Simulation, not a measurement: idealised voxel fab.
A process module follows: voxel ribs on slabs.
Square cell edge 5 nm, section width 280 nm, ID cut.
In what follows, cross-sections appear as grids of square cells, described through bands that run from the top down, where every band is one or more rows of cells. Top height, bottom height, nm. Materials left to right, width each, nm. Single material + "full width" = fills band edge to edge. "empty" = empty. Where do heights start? At 0: under that level the wafer as delivered is made of one material only. And the lowest band has no floor; it just carries on downward, as in "0 -> down". With a width like "30 to 40", each row of cells in the band differs from the next by the same amount, the top row carrying the first number and the bottom row the second. Any step labelled "no alteration" changed none of the cells in the cross-section. Closed empty spaces (no open way to the top) of 8 cells or more are what "Fully sealed voids" lists, each as width x height at distance from the left edge, nm for all three. Past the settings on a step's line: simulator remark, on that step. overlay nm: for a step with a mask, the amount by which the mask lay right of where it was planned; a negative amount means left of it.
Intended process steps:
- 1: RECEIVE | material Si
- 2: DIRECTIONAL_DEP | material SiO2 | thk nm 25
- 3: DIRECTIONAL_DEP | material polySi | thk nm 15
- 4: DIRECTIONAL_DEP | material aC | thk nm 10
- 5: PATTERN | tone cover | mask id RIB | material resist | width nm 15 | thk nm 30 | overlay nm 0
- 6: DIRECTIONAL_ETCH | etch materials aC | depth nm 10
- 7: STRIP | etch materials resist
- 8: DIRECTIONAL_ETCH | etch materials polySi | depth nm 10
- 9: STRIP | etch materials aC
- 10: MASKED_ETCH | tone cover | mask id SLAB | width nm 45 | etch materials polySi | depth nm 5 | overlay nm 0
- 11: FILL_DEP | material SiO2 | thk nm 15
- 12: CMP | height nm 50
- 13: DIRECTIONAL_DEP | material TiN | thk nm 5
- 14: MASKED_ETCH | tone cover | mask id HEATER | width nm 25 | etch materials TiN | depth nm 5 | overlay nm 0
- 15: CONFORMAL_DEP | material SiO2 | thk nm 10
Incoming wafer, cross-sectional view, post step 1:
> 0 -> down | Si full width
> Fully sealed voids: none
Wafer cross-section at end of module: start and plan as shown above, one execution error:
> 55 -> 50 | empty=125, then TiN=25, then empty=130
> 50 -> 40 | SiO2 full width
> 40 -> 30 | SiO2=130, then polySi=15, then SiO2=135
> 30 -> 25 | SiO2=115, then polySi=45, then SiO2=120
> 25 -> 0 | SiO2 full width
> 0 -> down | Si full width
> Fully sealed voids: none
It is concluded that the wafer was processed incorrectly with respect to the plan, in that the run left out plan step 15 entirely, so it was never executed
